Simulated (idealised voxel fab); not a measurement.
Process module under the name voxel capacitor over wiring
Cross-section cut spans 210 nm and uses square cells 5 nm in size.
Heads up, the way a cross-section reads in here is a grid of square cells, handed over as bands from the top down, with every band being one or more rows of cells.
Band: top and bottom heights (nm) first, top before bottom; then materials from left to right, widths in nm. "all across" marks a sole material filling the band edge to edge. "empty" denotes empty space.
Heights are reckoned from 0. Under this level, the received wafer is all of one material. The bottommost band is open-ended downward, for example "z 0 and below".
It should be noted that a width expressed as "30..40" varies in equal increments from row to row of cells within the band, taking the value of the first number at the top row and that of the second number at the bottom row.
The cross-section has no changed cell in any step marked "changes: none".
In the "Completely sealed voids" entry, you get each enclosed empty space of 8 cells or more, one with no open way to the top, written width x height at distance, distance from the left edge, in nm.
after a step's settings: what the simulator itself notes on the step
For masked steps, "overlay nm" on the step line gives how far right of plan the mask actually lay; a minus sign means it lay to the left.

## Below is the list of planned process steps
1 op RECEIVE | material Si
2 op CONFORMAL_DEP | material SiO2 | thk nm 15
3 op DIRECTIONAL_DEP | material TiN | thk nm 5
4 op DIRECTIONAL_DEP | material W | thk nm 25
5 op MASKED_ETCH | tone cover | mask id METAL_1 | width nm 20 | pitch nm 80 | etch materials W | depth nm 25 | overlay nm 0
6 op MASKED_ETCH | tone cover | mask id METAL_1 | width nm 20 | pitch nm 80 | etch materials TiN | depth nm 5 | overlay nm 0
7 op CONFORMAL_DEP | material SiN | thk nm 5
8 op FILL_DEP | material lowk | thk nm 5
9 op CMP | height nm 45
10 op CONFORMAL_DEP | material SiCN | thk nm 5
11 op DIRECTIONAL_DEP | material SiO2 | thk nm 10
12 op MASKED_ETCH | tone open | mask id PLUG_1 | width nm 15 | etch materials SiO2 | depth nm 10 | overlay nm 0
13 op MASKED_ETCH | tone open | mask id PLUG_1 | width nm 15 | etch materials SiCN | depth nm 5 | overlay nm 0
14 op CONFORMAL_DEP | material TiN | thk nm 5
15 op FILL_DEP | material Cu | thk nm 5
16 op CMP | height nm 60
17 op DIRECTIONAL_DEP | material TiN | thk nm 5
18 op DIRECTIONAL_DEP | material Al2O3 | thk nm 5
19 op DIRECTIONAL_DEP | material TiN | thk nm 10
20 op DIRECTIONAL_DEP | material aC | thk nm 10
21 op PATTERN | tone cover | mask id UPPER_PLATE | material resist | width nm 65 | thk nm 25 | overlay nm 0
22 op DIRECTIONAL_ETCH | etch materials aC | depth nm 10
23 op STRIP | etch materials resist
24 op DIRECTIONAL_ETCH | etch materials TiN | depth nm 10
25 op DIRECTIONAL_ETCH | etch materials Al2O3 | depth nm 5
26 op STRIP | etch materials aC
27 op DIRECTIONAL_DEP | material aC | thk nm 10
28 op PATTERN | tone cover | mask id LOWER_PLATE | material resist | width nm 75 | thk nm 30 | overlay nm 0
29 op DIRECTIONAL_ETCH | etch materials aC | depth nm 10
30 op STRIP | etch materials resist
31 op DIRECTIONAL_ETCH | etch materials TiN | depth nm 5
32 op STRIP | etch materials aC
33 op FILL_DEP | material SiO2 | thk nm 20
34 op CMP | height nm 95
35 op MASKED_ETCH | tone open | mask id PLUG_2 | width nm 15 | etch materials SiO2 | depth nm 15 | overlay nm 0
36 op CONFORMAL_DEP | material TiN | thk nm 5
37 op FILL_DEP | material Ru | thk nm 5
38 op CMP | height nm 95
39 op CONFORMAL_DEP | material SiCN | thk nm 5

## Wafer cross-section on receipt, i.e. after step 1
* z 0 and below: Si all across
* Completely sealed voids: none

## End-of-module XS, first of two wafers, run as planned
* z 100 to 95: SiCN all across
* z 95 to 85: SiO2=70, TiN=5, Ru=5, TiN=5, SiO2=125
* z 85 to 80: SiO2=70, TiN=15, SiO2=125
* z 80 to 70: SiO2=60, TiN=65, SiO2=85
* z 70 to 65: SiO2=60, Al2O3=65, SiO2=85
* z 65 to 60: SiO2=55, TiN=75, SiO2=80
* z 60 to 50: SiO2=60, TiN=5, Cu=5, TiN=5, SiO2=135
* z 50 to 45: SiCN=60, TiN=15, SiCN=135
* z 45 to 20: lowk=50, SiN=5, W=20, SiN=5, lowk=50, SiN=5, W=20, SiN=5, lowk=50
* z 20 to 15: SiN=55, TiN=20, SiN=60, TiN=20, SiN=55
* z 15 to 0: SiO2 all across
* z 0 and below: Si all across
* Completely sealed voids: none

## Wafer two, end of module, cross-section. Same start, same plan as wafer one. One mistake in the run
* z 100 to 95: SiCN all across
* z 95 to 85: SiO2=70, TiN=5, Ru=5, TiN=5, SiO2=125
* z 85 to 80: SiO2=70, TiN=15, SiO2=125
* z 80 to 70: SiO2=60, TiN=65, SiO2=85
* z 70 to 65: SiO2=60, Al2O3=65, SiO2=85
* z 65 to 60: SiO2=55, TiN=75, SiO2=80
* z 60 to 50: SiO2=60, TiN=5, Cu=5, TiN=5, SiO2=135
* z 50 to 45: SiCN=60, TiN=15, SiCN=135
* z 45 to 25: lowk=50, SiN=5, W=20, SiN=5, lowk=50, SiN=5, W=20, SiN=5, lowk=50
* z 25 to 20: SiN=55, TiN=20, SiN=60, TiN=20, SiN=55
* z 20 to 0: SiO2 all across
* z 0 and below: Si all across
* Completely sealed voids: none
Finding, execution versus plan: off-plan run, step 2, actual operation and settings op CONFORMAL_DEP | material SiO2 | thk nm 20
Cell-count delta at end, second wafer over first, by material: 4 fewer of SiN, 42 more of SiO2, 8 fewer of W, 30 fewer of lowk
